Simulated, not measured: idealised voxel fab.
Process module name: voxel capacitor over wiring
265 nm wide, 5 nm square cells: that's cross-section cut.
Each cross-section below is a grid of square cells, stated as bands in top-down order, with one or more rows of cells making up each band.
The band entry comprises the height of the band's top followed by the height of its bottom, expressed in nm, and subsequently the band's materials from left to right, each stated together with its width in nm. Where a single material is marked with the word "full width", that material fills the band from edge to edge. The word "empty" represents empty space.
A quick word on heights: they are counted from 0, and under that level the wafer as it came to us is one material throughout. The lowest band is different from the rest in having no bottom; it simply continues downward, written as in "0 -> down".
A width such as "30..40" changes by the same amount from each row of cells to the next, from the band's top row to its bottom row.
"identical to before" for a step: no cell of the cross-section changed in that step.
So "closed voids" is basically the list of trapped voids: any empty space of 8 cells or more that can't reach the top through an opening. They're written width x height at distance, the distance being from the left edge, and it's all nm.
Heads up: the bit after the settings on a step's line is the simulator's remark on that step.
"overlay nm" on a masked step: distance the mask lay right of its planned place, negative for left.
This section lists the process steps that were planned:
1 op RECEIVE | material Si
2 op CONFORMAL_DEP | material SiO2 | thk nm 15
3 op CONFORMAL_DEP | material SiCN | thk nm 5
4 op DIRECTIONAL_DEP | material lowk | thk nm 20
5 op DIRECTIONAL_DEP | material aC | thk nm 10
6 op PATTERN | tone open | mask id METAL_1 | material resist | width nm 30 | pitch nm 80 | thk nm 25 | overlay nm 0
7 op DIRECTIONAL_ETCH | etch materials aC | depth nm 10
8 op STRIP | etch materials resist
9 op DIRECTIONAL_ETCH | etch materials lowk | depth nm 20
10 op DIRECTIONAL_ETCH | etch materials SiCN | depth nm 5
11 op STRIP | etch materials aC
12 op CONFORMAL_DEP | material TiN | thk nm 5
13 op FILL_DEP | material Ru | thk nm 10
14 op CMP | height nm 40
15 op EPI | material Ru | thk nm 5
16 op FILL_DEP | material SiCN | thk nm 5
17 op DIRECTIONAL_DEP | material SiO2 | thk nm 20
18 op DIRECTIONAL_DEP | material aC | thk nm 10
19 op PATTERN | tone open | mask id PLUG_1 | material resist | width nm 15 | thk nm 25 | overlay nm 0
20 op DIRECTIONAL_ETCH | etch materials aC | depth nm 10
21 op STRIP | etch materials resist
22 op DIRECTIONAL_ETCH | etch materials SiO2 | depth nm 20
23 op DIRECTIONAL_ETCH | etch materials SiCN | depth nm 5
24 op STRIP | etch materials aC
25 op CONFORMAL_DEP | material TiN | thk nm 5
26 op FILL_DEP | material Cu | thk nm 5
27 op CMP | height nm 70
28 op DIRECTIONAL_DEP | material TiN | thk nm 5
29 op DIRECTIONAL_DEP | material SiN | thk nm 5
30 op DIRECTIONAL_DEP | material TiN | thk nm 5
31 op DIRECTIONAL_DEP | material aC | thk nm 15
32 op PATTERN | tone cover | mask id UPPER_PLATE | material resist | width nm 55 | thk nm 30 | overlay nm 0
33 op DIRECTIONAL_ETCH | etch materials aC | depth nm 15
34 op STRIP | etch materials resist
35 op DIRECTIONAL_ETCH | etch materials TiN | depth nm 5
36 op DIRECTIONAL_ETCH | etch materials SiN | depth nm 5
37 op STRIP | etch materials aC
38 op MASKED_ETCH | tone cover | mask id LOWER_PLATE | width nm 65 | etch materials TiN | depth nm 5 | overlay nm 0
39 op FILL_DEP | material SiO2 | thk nm 15
40 op CMP | height nm 95
41 op MASKED_ETCH | tone open | mask id PLUG_2 | width nm 15 | etch materials SiO2 | depth nm 10 | overlay nm 0
42 op CONFORMAL_DEP | material TiN | thk nm 5
43 op FILL_DEP | material Cu | thk nm 5
44 op CMP | height nm 95
45 op CONFORMAL_DEP | material SiCN | thk nm 5
Cross-section: wafer on arrival = after step 1:
	0 -> down | Si full width
	closed voids: none
The cross-section shown corresponds to the wafer at the conclusion of the module. The initial structure and the process plan are those presented above; however, one mistake occurred in executing the plan:
	100 -> 95 | SiCN full width
	95 -> 90 | SiO2 110, then TiN 5, then Cu 5, then TiN 5, then SiO2 140
	90 -> 80 | SiO2 110..90, then TiN 15..55, then SiO2 140..120
	80 -> 75 | SiO2 90, then SiN 55, then SiO2 120
	75 -> 70 | SiO2 85, then TiN 65, then SiO2 115
	70 -> 50 | SiO2 90, then TiN 5, then Cu 5, then TiN 5, then SiO2 160
	50 -> 45 | SiCN 90, then TiN 15, then SiCN 160
	45 -> 40 | SiCN 70, then Ru 40, then SiCN 40, then Ru 40, then SiCN 75
	40 -> 20 | lowk 75, then TiN 5, then Ru 20, then TiN 5, then lowk 50, then TiN 5, then Ru 20, then TiN 5, then lowk 80
	20 -> 15 | SiCN 75, then TiN 30, then SiCN 50, then TiN 30, then SiCN 80
	15 -> 0 | SiO2 full width
	0 -> down | Si full width
	closed voids: none
Error vs. plan: step 41 was run on a setting that differed from the plan, and what really ran there is op MASKED_ETCH | tone open | mask id PLUG_2 | width nm 15 | etch materials SiO2 | depth nm 10 | overlay nm 10
